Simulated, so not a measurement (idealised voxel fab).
Proc. module: voxel transistor to metal
FYI the section here is cut, 210 nm wide, cells are 5 nm squares.
In what follows, cross-sections appear as grids of square cells, described through bands that run from the top down, where every band is one or more rows of cells.
Top height, bottom height, nm. Materials left to right, width each, nm. Single material + "edge to edge" = fills band edge to edge. "empty" = empty.
Where do heights start? At 0: under that level the wafer as delivered is made of one material only. And the lowest band has no floor; it just carries on downward, as in "0..down".
Width: "30..40" (first number = top row, second number = bottom row, same change from row to row of cells).
Reading "same as before" for a step: not a cell of the cross-section changed in it.
Closed-off voids of 8+ cells (no open route to the top) go in "Sealed void listing", written width x height at distance from the left edge, in nm.
Post-settings text on a step line: simulator's own remark regarding the step.
When a step includes a mask, the "overlay nm" setting on its line states how far to the right of its planned place that mask lay, and negative values state how far to the left.

Here's what the planned process steps look like:
1. RECEIVE with material Si
2. CONFORMAL_DEP with material SiO2, thk nm 5
3. CONFORMAL_DEP with material SiN, thk nm 15
4. DIRECTIONAL_DEP with material aC, thk nm 10
5. PATTERN with tone cover, mask id ACTIVE, material resist, width nm 105, thk nm 30, overlay nm 0
6. DIRECTIONAL_ETCH with etch materials aC, depth nm 10
7. STRIP with etch materials resist
8. DIRECTIONAL_ETCH with etch materials SiN, depth nm 15
9. DIRECTIONAL_ETCH with etch materials SiO2, depth nm 5
10. DIRECTIONAL_ETCH with etch materials Si, depth nm 25
11. STRIP with etch materials aC
12. OXIDIZE with depth nm 5
13. FILL_DEP with material SiO2, thk nm 5
14. CMP with height nm 20
15. SELECTIVE_ETCH with etch materials SiO2, depth nm 10
16. STRIP with etch materials SiN
17. SELECTIVE_ETCH with etch materials SiO2, depth nm 5
18. OXIDIZE with depth nm 5
19. DIRECTIONAL_DEP with material polySi, thk nm 30
20. DIRECTIONAL_DEP with material SiCN, thk nm 15
21. MASKED_ETCH with tone cover, mask id GATE, width nm 15, etch materials SiCN, depth nm 25, overlay nm 0
22. MASKED_ETCH with tone cover, mask id GATE, width nm 25, etch materials polySi, depth nm 40, overlay nm 0
23. CONFORMAL_DEP with material SiO2, thk nm 5
24. DIRECTIONAL_ETCH with etch materials SiO2, depth nm 5
25. CONFORMAL_DEP with material SiN, thk nm 5
26. DIRECTIONAL_ETCH with etch materials SiN, depth nm 5
27. DIRECTIONAL_ETCH with etch materials SiO2, depth nm 5
28. DIRECTIONAL_ETCH with etch materials Si, depth nm 5
29. EPI with material SiGe, thk nm 5
30. FILL_DEP with material SiO2, thk nm 5
31. CMP with height nm 30
32. STRIP with etch materials polySi
33. SELECTIVE_ETCH with etch materials SiO2, depth nm 5
34. CONFORMAL_DEP with material HfO2, thk nm 5
35. CONFORMAL_DEP with material TiN, thk nm 5
36. FILL_DEP with material W, thk nm 10
37. CMP with height nm 25
38. DIRECTIONAL_DEP with material SiO2, thk nm 15
39. DIRECTIONAL_DEP with material aC, thk nm 15
40. PATTERN with tone open, mask id CONTACT, material resist, width nm 20, pitch nm 75, thk nm 30, overlay nm 0
41. DIRECTIONAL_ETCH with etch materials aC, depth nm 15
42. STRIP with etch materials resist
43. DIRECTIONAL_ETCH with etch materials SiO2, depth nm 45
44. STRIP with etch materials aC
45. CONFORMAL_DEP with material TiN, thk nm 5
46. FILL_DEP with material W, thk nm 5
47. CMP with height nm 40
48. CONFORMAL_DEP with material SiN, thk nm 5
49. DIRECTIONAL_DEP with material SiO2, thk nm 15
50. MASKED_ETCH with tone open, mask id METAL_1, width nm 20, pitch nm 75, etch materials SiO2, depth nm 15, overlay nm 0
51. MASKED_ETCH with tone open, mask id METAL_1, width nm 20, pitch nm 75, etch materials SiN, depth nm 5, overlay nm 0
52. CONFORMAL_DEP with material TiN, thk nm 5
53. FILL_DEP with material Cu, thk nm 5
54. CMP with height nm 60
55. EPI with material Ru, thk nm 5
56. FILL_DEP with material SiCN, thk nm 5
Keep in mind the plan's value for the width nm of step 21 comes from the first wafer; the wafers don't share that setting, but they do share the same starting point.

As-received cross-section, first of several wafers, post step 1:
* 0..down | Si edge to edge
* Sealed void listing: none

For your reference, the table is organized with a row per wafer; each row reflects the wafer at the end of the module, indicating for each material the cells gained (+) or lost (-) since receipt, and thereafter its closed voids:
width nm 15 | +12 Cu | +17 HfO2 | +12 Ru | -167 Si | +72 SiCN | +12 SiGe | +46 SiN | +467 SiO2 | +73 TiN | +44 W | Sealed void listing: none
width nm 20 | +12 Cu | +17 HfO2 | +12 Ru | -167 Si | +72 SiCN | +12 SiGe | +46 SiN | +467 SiO2 | +73 TiN | +44 W | Sealed void listing: none
width nm 25 | +12 Cu | +17 HfO2 | +12 Ru | -167 Si | +72 SiCN | +12 SiGe | +46 SiN | +467 SiO2 | +73 TiN | +44 W | Sealed void listing: none
width nm 30 | +12 Cu | +18 HfO2 | +12 Ru | -166 Si | +72 SiCN | +11 SiGe | +46 SiN | +462 SiO2 | +74 TiN | +47 W | Sealed void listing: none
width nm 35 | +12 Cu | +19 HfO2 | +12 Ru | -165 Si | +72 SiCN | +10 SiGe | +46 SiN | +457 SiO2 | +75 TiN | +50 W | Sealed void listing: none
width nm 40 | +12 Cu | +20 HfO2 | +12 Ru | -164 Si | +72 SiCN | +9 SiGe | +46 SiN | +457 SiO2 | +76 TiN | +48 W | Sealed void listing: none
